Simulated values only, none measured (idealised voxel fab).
Process module name: voxel self aligned contacts
The width of the displayed cross-section, cut, is 250 nm; its cells are square, with a size of 5 nm.
A cross-section is written here as square cells arranged in a grid, and it is given in bands from the top down, each band taking up one or more rows of cells.
Each band's line starts with the height of the band's top and of its bottom, in nm. Then come its materials from left to right, each with its width in nm. One material with "everywhere" fills the band from edge to edge. "air" is empty space.
The level at which height equals 0 is the one under which the wafer, as it arrives, is entirely one material. No lower edge exists for the bottom band, which continues downward and is notated as in "top 0, no bottom".
A width given as "30->40" starts at the first number in the band's top row and ends at the second number in its bottom row, shifting by an equal amount at every step from row to row.
When a step is marked "no change", none of the cells in the cross-section changed during that step.
Each empty space that has no open way to the top and spans at least 8 cells appears under "closed voids" as width x height at distance, the distance counted from the left edge, all in nm.
Note: text after step settings on the step line = simulator remark on that step.
"overlay nm" denotes, for a step that has a mask, the displacement of the mask to the right of its planned place, with negative values corresponding to the left.

SET OUT BELOW ARE THE PLANNED STEPS OF THE PROCESS
1 RECEIVE: material Si
2 CONFORMAL_DEP: material SiO2, thk nm 5
3 DIRECTIONAL_DEP: material polySi, thk nm 30
4 DIRECTIONAL_DEP: material SiN, thk nm 20
5 MASKED_ETCH: tone cover, mask id GATE, width nm 25, pitch nm 65, etch materials SiN, depth nm 20, overlay nm 0
6 MASKED_ETCH: tone cover, mask id GATE, width nm 25, pitch nm 65, etch materials polySi, depth nm 30, overlay nm 0
7 CONFORMAL_DEP: material SiN, thk nm 10
8 DIRECTIONAL_ETCH: etch materials SiN, depth nm 10
9 FILL_DEP: material SiO2, thk nm 15
10 CMP: height nm 60
11 PATTERN: tone open, mask id CONTACT, material resist, width nm 50, pitch nm 65, thk nm 20, overlay nm 0
12 DIRECTIONAL_ETCH: etch materials SiO2, depth nm 60
13 STRIP: etch materials resist
14 CONFORMAL_DEP: material TiN, thk nm 5
15 FILL_DEP: material W, thk nm 5
16 CMP: height nm 60
17 CONFORMAL_DEP: material SiN, thk nm 5

INCOMING WAFER, CROSS-SECTIONAL VIEW, POST STEP 1
- top 0, no bottom | Si everywhere
- closed voids: none

HERE'S THE WAFER CUT IN CROSS-SECTION AFTER THE MODULE, STARTED AND PLANNED JUST LIKE ABOVE, EXCEPT ONE THING WAS DONE WRONG IN THE RUN
- top 65, bottom 60 | SiN everywhere
- top 60, bottom 55 | 65 of SiO2 | 50 of TiN | 15 of SiO2 | 50 of TiN | 70 of SiO2
- top 55, bottom 35 | 55 of SiN | 5 of SiO2 | 60 of SiN | 5 of SiO2 | 60 of SiN | 5 of SiO2 | 60 of SiN
- top 35, bottom 5 | polySi everywhere
- top 5, bottom 0 | SiO2 everywhere
- top 0, no bottom | Si everywhere
- closed voids: none
So what did we get wrong on this run? step 5 was run on a setting that differed from the plan, and what really ran there is MASKED_ETCH: tone open, mask id GATE, width nm 25, pitch nm 65, etch materials SiN, depth nm 20, overlay nm 0
